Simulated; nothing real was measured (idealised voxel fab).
The following process module bears the name voxel double patterning.
For reference, the cross-section in this document is cut, with width 200 nm and square cells of 5 nm.
Cross-section layout: square cells on a grid; listed as bands, top to bottom; a band spans one or more cell rows. Read a band's entry like this: the first values are the height of its top and the height of its bottom in nm, and what follows is the sequence of materials from left to right, each with its width in nm. Note that "blank" is empty space, and that a single material marked "everywhere" reaches across the band from edge to edge. Height reference: 0 = level under which incoming wafer is all one material. Lowest band: no bottom, runs on downward, e.g. "0 and below". Top row gets the first number, bottom row gets the second, and each row in between changes by the same step: that is how a band width like "30..40" works. Given "no alterations made" for a step, no cell of the cross-section differs between before and after that step. Empty spaces without an open route to the top, at least 8 cells in extent, make up the entry "Closed void catalog"; each is given as width x height at distance, where the distance is measured from the left edge, and all are in nm. On a step's line, text after the settings is the simulator commenting on that step. The optional step-line setting "overlay nm" applies to steps with a mask and quantifies how far to the right of its planned location the mask lay, a negative value indicating leftward placement.
-- These are the steps we planned for the process
1. RECEIVE | material Si
2. CONFORMAL_DEP | material SiO2 | thk nm 10
3. DIRECTIONAL_DEP | material TiN | thk nm 20
4. DIRECTIONAL_DEP | material SiN | thk nm 5
5. MASKED_ETCH | tone open | mask id FIRST | width nm 15 | pitch nm 50 | etch materials SiN | depth nm 5 | overlay nm 0
6. DIRECTIONAL_DEP | material aC | thk nm 15
7. PATTERN | tone open | mask id SECOND | material resist | width nm 15 | thk nm 35 | overlay nm 0
8. DIRECTIONAL_ETCH | etch materials aC | depth nm 15
9. STRIP | etch materials resist
10. DIRECTIONAL_ETCH | etch materials SiN | depth nm 5
11. STRIP | etch materials aC
12. DIRECTIONAL_ETCH | etch materials TiN | depth nm 20
13. STRIP | etch materials SiN
-- The cross-section here shows the wafer as received, i.e. in its state after step 1
0 and below = Si everywhere
Closed void catalog: none
-- Post-module cross-section of the first of two wafers (run per plan)
30 down to 10 = TiN=65; blank=15; TiN=10; blank=15; TiN=10; blank=15; TiN=70
10 down to 0 = SiO2 everywhere
0 and below = Si everywhere
Closed void catalog: none
-- Second of two wafers, module complete, sectioned: it shares the first wafer's start and plan but was run with one mistake
25 down to 10 = TiN=65; blank=15; TiN=10; blank=15; TiN=10; blank=15; TiN=70
10 down to 0 = SiO2 everywhere
0 and below = Si everywhere
Closed void catalog: none
Which mistake was made when the wafer was run? step 3 did not use the planned setting and instead ran as DIRECTIONAL_DEP | material TiN | thk nm 15
End of process, cell counts, second wafer against first, materials with more or fewer: 31 fewer of TiN
